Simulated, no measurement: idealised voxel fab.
Title: Process Module voxel wiring stack
Each square cell in cross-section cut measures 5 nm, and the section as a whole is 195 nm wide.
For the purposes of this document, a cross-section shall be understood as a grid of square cells, specified as bands listed in top-to-bottom order, each band consisting of one or more rows of cells. Top, bottom (nm), then materials left to right with widths (nm); lone material tagged "throughout" fills the whole band edge to edge; "blank" = empty space. Ref level 0: as-received wafer is one material below here. Bottom band extends down with no lower bound ("0 nm and below"). Per-row width for "30->40": begins at first number (top row of band), ends at second number (bottom row), increment between rows held constant. Basically "all unchanged" means that step didn't change any cell in the cross-section. Look at "Closed void table" for the closed voids: empty spaces with no open path to the top, sized 8 cells or up. Each is width x height at distance, distance from the left edge, all nm. On each step's line, the part that comes after the settings is the simulator's own comment on the step. "overlay nm" on a masked step: distance the mask lay right of its planned place, negative for left.
The planned process steps are enumerated hereunder
1: op RECEIVE | material Si
2: op CONFORMAL_DEP | material SiO2 | thk nm 15
3: op DIRECTIONAL_DEP | material TiN | thk nm 5
4: op DIRECTIONAL_DEP | material W | thk nm 15
5: op MASKED_ETCH | tone cover | mask id METAL_1 | width nm 30 | pitch nm 50 | etch materials W | depth nm 15 | overlay nm 0
6: op MASKED_ETCH | tone cover | mask id METAL_1 | width nm 30 | pitch nm 50 | etch materials TiN | depth nm 5 | overlay nm 0
7: op CONFORMAL_DEP | material SiN | thk nm 5
8: op FILL_DEP | material SiO2 | thk nm 5
9: op CMP | height nm 35
10: op CONFORMAL_DEP | material SiCN | thk nm 5
11: op DIRECTIONAL_DEP | material SiO2 | thk nm 10
12: op MASKED_ETCH | tone open | mask id PLUG_1 | width nm 15 | pitch nm 50 | etch materials SiO2 | depth nm 10 | overlay nm 0
13: op MASKED_ETCH | tone open | mask id PLUG_1 | width nm 15 | pitch nm 50 | etch materials SiCN | depth nm 5 | overlay nm 0
14: op EPI | material Ru | thk nm 10
15: op EPI | material Ru | thk nm 5
16: op CONFORMAL_DEP | material SiN | thk nm 5
17: op DIRECTIONAL_DEP | material lowk | thk nm 20
18: op DIRECTIONAL_DEP | material aC | thk nm 15
19: op PATTERN | tone open | mask id METAL_2 | material resist | width nm 30 | pitch nm 50 | thk nm 35 | overlay nm 0
20: op DIRECTIONAL_ETCH | etch materials aC | depth nm 15
21: op STRIP | etch materials resist
22: op DIRECTIONAL_ETCH | etch materials lowk | depth nm 20
23: op DIRECTIONAL_ETCH | etch materials SiN | depth nm 5
24: op STRIP | etch materials aC
25: op CONFORMAL_DEP | material TiN | thk nm 5
26: op FILL_DEP | material Cu | thk nm 10
27: op CMP | height nm 75
28: op EPI | material Ru | thk nm 5
29: op FILL_DEP | material SiCN | thk nm 5
Incoming wafer in cross-section (state: after step 1)
> 0 nm and below = Si throughout
> Closed void table: none
Wafer cross-section at end of module: start and plan as shown above, one execution error
> 85 nm to 80 nm = SiCN throughout
> 80 nm to 75 nm = SiCN: 25; Ru: 40; SiCN: 10; Ru: 40; SiCN: 10; Ru: 40; SiCN: 30
> 75 nm to 55 nm = lowk: 30; TiN: 5; Cu: 20; TiN: 5; lowk: 20; TiN: 5; Cu: 20; TiN: 5; lowk: 20; TiN: 5; Cu: 20; TiN: 5; lowk: 35
> 55 nm to 50 nm = SiN: 30; TiN: 30; SiN: 20; TiN: 30; SiN: 20; TiN: 30; SiN: 35
> 50 nm to 40 nm = SiO2: 30; Ru: 15; SiO2: 35; Ru: 15; SiO2: 35; Ru: 15; SiO2: 50
> 40 nm to 35 nm = SiCN: 30; Ru: 15; SiCN: 35; Ru: 15; SiCN: 35; Ru: 15; SiCN: 50
> 35 nm to 25 nm = SiO2: 25; SiN: 5; W: 30; SiN: 5; SiO2: 10; SiN: 5; W: 30; SiN: 5; SiO2: 10; SiN: 5; W: 30; SiN: 5; SiO2: 30
> 25 nm to 20 nm = SiN: 30; W: 30; SiN: 20; W: 30; SiN: 20; W: 30; SiN: 35
> 20 nm to 5 nm = SiO2 throughout
> 5 nm to 0 nm = TiN throughout
> 0 nm and below = Si throughout
> Closed void table: none
What was the processing mistake? contrary to the plan, steps 2 and 3 were processed in exchanged order
